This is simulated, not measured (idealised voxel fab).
You're looking at the process module voxel spacer lines.
Cross-section cut spans 295 nm and uses square cells 5 nm in size.
Cross-section format: a grid of square cells, given as bands from top to bottom; each band is one or more rows of cells. Basically the band line says how high the top is and how high the bottom is, in nm, and then what's in it from left to right, every material with its width in nm. Empty space shows up as "air", and if a single material carries "all across" it runs the full band edge to edge. Counting heights begins at 0, where everything beneath is, in the wafer as received, one material. The lowest band has no bottom; it goes on downwards, as "0 nm and below" shows. Quick explanation for "30 to 40": the width changes in equal steps down the rows of cells, from the first number in the band's top row to the second number in its bottom row. Step note "no modification" = no cross-section cell changed. "Enclosed void entries": sealed empty spaces, 8 cells or more, no open way to top, listed width x height at distance, with distance from the left edge and width, height and distance in nm. It should be noted that, on the line of a given step, the content following the step's settings is a remark produced by the simulator itself with respect to that step. A step's line can hold "overlay nm"; with a mask on that step, the setting says how far right of the planned place the mask lay, while a negative setting says it lay to the left.

**List of planned process steps**
- 1: RECEIVE with material Si
- 2: CONFORMAL_DEP with material Al2O3, thk nm 10
- 3: DIRECTIONAL_DEP with material TiN, thk nm 15
- 4: DIRECTIONAL_DEP with material polySi, thk nm 30
- 5: PATTERN with tone cover, mask id MANDREL, material resist, width nm 15, pitch nm 50, thk nm 35, overlay nm 0
- 6: DIRECTIONAL_ETCH with etch materials polySi, depth nm 30
- 7: STRIP with etch materials resist
- 8: CONFORMAL_DEP with material SiN, thk nm 10
- 9: DIRECTIONAL_ETCH with etch materials SiN, depth nm 10
- 10: STRIP with etch materials polySi
- 11: DIRECTIONAL_ETCH with etch materials TiN, depth nm 15
- 12: STRIP with etch materials SiN
- 13: FILL_DEP with material SiO2, thk nm 10
- 14: CMP with height nm 25

**first wafer, as planned**

**Wafer cross-section on receipt, i.e. after step 1**
  0 nm and below  Si all across
  Enclosed void entries: none

**Cross-sectional representation of the wafer at the conclusion of step 2**
  10 nm to 0 nm  Al2O3 all across
  Everything under 0 stays put, no change at all.

**Cross-sectional representation of the wafer at the conclusion of step 3**
  25 nm to 10 nm  TiN all across
  Everything under 10 stays put, no change at all.

**Cross-sectional representation of the wafer at the conclusion of step 4**
  55 nm to 25 nm  polySi all across
  Everything under 25 stays put, no change at all.

**Cross-sectional representation of the wafer at the conclusion of step 5**
  90 nm to 55 nm  115 air / 15 resist / 35 air / 15 resist / 115 air
  Everything under 55 stays put, no change at all.

**Cross-sectional representation of the wafer at the conclusion of step 6**
  90 nm to 55 nm  115 air / 15 resist / 35 air / 15 resist / 115 air
  55 nm to 25 nm  115 air / 15 polySi / 35 air / 15 polySi / 115 air
  Everything under 25 stays put, no change at all.

**Cross-sectional representation of the wafer at the conclusion of step 7**
  55 nm to 25 nm  115 air / 15 polySi / 35 air / 15 polySi / 115 air
  Everything under 25 stays put, no change at all.

**Cross-sectional representation of the wafer at the conclusion of step 8**
  65 nm to 55 nm  105 air / 35 SiN / 15 air / 35 SiN / 105 air
  55 nm to 35 nm  105 air / 10 SiN / 15 polySi / 10 SiN / 15 air / 10 SiN / 15 polySi / 10 SiN / 105 air
  35 nm to 25 nm  115 SiN / 15 polySi / 35 SiN / 15 polySi / 115 SiN
  Everything under 25 stays put, no change at all.

**Cross-sectional representation of the wafer at the conclusion of step 9**
  55 nm to 25 nm  105 air / 10 SiN / 15 polySi / 10 SiN / 15 air / 10 SiN / 15 polySi / 10 SiN / 105 air
  Everything under 25 stays put, no change at all.

**Cross-sectional representation of the wafer at the conclusion of step 10**
  55 nm to 25 nm  105 air / 10 SiN / 15 air / 10 SiN / 15 air / 10 SiN / 15 air / 10 SiN / 105 air
  Everything under 25 stays put, no change at all.

**Cross-sectional representation of the wafer at the conclusion of step 11**
  55 nm to 25 nm  105 air / 10 SiN / 15 air / 10 SiN / 15 air / 10 SiN / 15 air / 10 SiN / 105 air
  25 nm to 10 nm  105 air / 10 TiN / 15 air / 10 TiN / 15 air / 10 TiN / 15 air / 10 TiN / 105 air
  Everything under 10 stays put, no change at all.

**Cross-sectional representation of the wafer at the conclusion of step 12**
  25 nm to 10 nm  105 air / 10 TiN / 15 air / 10 TiN / 15 air / 10 TiN / 15 air / 10 TiN / 105 air
  Everything under 10 stays put, no change at all.

**Cross-sectional representation of the wafer at the conclusion of step 13**
  35 nm to 25 nm  SiO2 all across
  25 nm to 10 nm  105 SiO2 / 10 TiN / 15 SiO2 / 10 TiN / 15 SiO2 / 10 TiN / 15 SiO2 / 10 TiN / 105 SiO2
  Everything under 10 stays put, no change at all.

**Cross-sectional representation of the wafer at the conclusion of step 14**
  25 nm to 10 nm  105 SiO2 / 10 TiN / 15 SiO2 / 10 TiN / 15 SiO2 / 10 TiN / 15 SiO2 / 10 TiN / 105 SiO2
  Everything under 10 stays put, no change at all.

**The second wafer began exactly as the first did and followed the same plan, but one mistake was made while running it; through step 5 inclusive, the two wafers are identical**

**Cross-section, second wafer, at the end time the plan gives for step 6**
  90 nm to 55 nm  115 air / 15 resist / 35 air / 15 resist / 115 air
  55 nm to 25 nm  115 air / 15 polySi / 35 air / 15 polySi / 115 air
  Everything under 25 stays put, no change at all.

**Cross-section, second wafer, at the end time the plan gives for step 7**
  55 nm to 25 nm  115 air / 15 polySi / 35 air / 15 polySi / 115 air
  Everything under 25 stays put, no change at all.

**Cross-section, second wafer, at the end time the plan gives for step 8**
  65 nm to 55 nm  105 air / 35 SiN / 15 air / 35 SiN / 105 air
  55 nm to 35 nm  105 air / 10 SiN / 15 polySi / 10 SiN / 15 air / 10 SiN / 15 polySi / 10 SiN / 105 air
  35 nm to 25 nm  115 SiN / 15 polySi / 35 SiN / 15 polySi / 115 SiN
  Everything under 25 stays put, no change at all.

**Cross-section, second wafer, at the end time the plan gives for step 9**
  55 nm to 25 nm  105 air / 10 SiN / 15 polySi / 10 SiN / 15 air / 10 SiN / 15 polySi / 10 SiN / 105 air
  Everything under 25 stays put, no change at all.

**Cross-section, second wafer, at the end time the plan gives for step 10**
  55 nm to 25 nm  105 air / 10 SiN / 15 air / 10 SiN / 15 air / 10 SiN / 15 air / 10 SiN / 105 air
  Everything under 25 stays put, no change at all.

**Cross-section, second wafer, at the end time the plan gives for step 11**
  55 nm to 25 nm  105 air / 10 SiN / 15 air / 10 SiN / 15 air / 10 SiN / 15 air / 10 SiN / 105 air
  25 nm to 10 nm  105 air / 10 TiN / 15 air / 10 TiN / 15 air / 10 TiN / 15 air / 10 TiN / 105 air
  Everything under 10 stays put, no change at all.

**Cross-section, second wafer, at the end time the plan gives for step 12**
  25 nm to 10 nm  105 air / 10 TiN / 15 air / 10 TiN / 15 air / 10 TiN / 15 air / 10 TiN / 105 air
  Everything under 10 stays put, no change at all.

**Cross-section, second wafer, at the end time the plan gives for step 13**
  35 nm to 25 nm  SiO2 all across
  25 nm to 10 nm  105 SiO2 / 10 TiN / 15 SiO2 / 10 TiN / 15 SiO2 / 10 TiN / 15 SiO2 / 10 TiN / 105 SiO2
  Everything under 10 stays put, no change at all.

**Cross-section, second wafer, at the end time the plan gives for step 14**
  25 nm to 10 nm  105 SiO2 / 10 TiN / 15 SiO2 / 10 TiN / 15 SiO2 / 10 TiN / 15 SiO2 / 10 TiN / 105 SiO2
  Everything under 10 stays put, no change at all.
So what did we get wrong on this run? step 6 of the plan was twice carried out
Since the two wafers finish with cross-sections that are the same, nothing this model computes is changed by the mistake.
